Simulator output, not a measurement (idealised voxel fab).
Title: Process Module voxel released beams
Cross-sectional view cut (width: 245 nm; square cell size: 5 nm).
This document writes a cross-section as a grid whose cells are square, and gives it as bands, listed from the top down; one or more rows of cells form a band. Band: top height; bottom height; in nm. Then, left to right: material with width in nm, for each material. "all across": a single material spanning edge to edge. "air": empty space. We count height from 0. Below that, the starting wafer is all one material. The lowest band never ends at the bottom but goes on down; see "0 and below" for how that is written. So if you see something like "30 to 40" for the width, read it as the top row of the band sitting at the first number and the bottom row at the second, with every row in between moving by the same amount as the last. For the purposes of this document, the phrase "no change" attached to a step denotes that no cell within the cross-section was modified by that step. The entry "Cavities, closed" lists the empty spaces that cover at least 8 cells and have no open path to the top. Each is written as width x height at distance, where the distance is measured from the left edge and all three values are in nm. Text after the settings on a step's line: the simulator's own remark on that step. The optional step-line setting "overlay nm" applies to steps with a mask and quantifies how far to the right of its planned location the mask lay, a negative value indicating leftward placement.
Process steps foreseen in the plan:
1) RECEIVE [material Si]
2) CONFORMAL_DEP [material Al2O3] [thk nm 5]
3) DIRECTIONAL_DEP [material SiO2] [thk nm 15]
4) MASKED_ETCH [tone open] [mask id ANCHOR] [width nm 25] [etch materials SiO2] [depth nm 15] [overlay nm 0]
5) CONFORMAL_DEP [material polySi] [thk nm 10]
6) MASKED_ETCH [tone cover] [mask id BEAM] [width nm 70] [etch materials polySi] [depth nm 10] [overlay nm 0]
7) STRIP [etch materials SiO2]
Delivered wafer in cross-section: state after step 1:
    0 and below | Si all across
    Cavities, closed: none
End state of the module in cross-section, given the above starting point and plan and one mistake in execution:
    30 down to 20 | air=80 / polySi=20 / air=5 / polySi=45 / air=95
    20 down to 15 | air=90 / polySi=10 / air=5 / polySi=10 / air=130
    15 down to 5 | air=90 / polySi=25 / air=130
    5 down to 0 | Al2O3 all across
    0 and below | Si all across
    Cavities, closed: none
Diagnosis: step 6 was processed under conditions differing from the plan, specifically as MASKED_ETCH [tone cover] [mask id BEAM] [width nm 70] [etch materials polySi] [depth nm 10] [overlay nm -5]
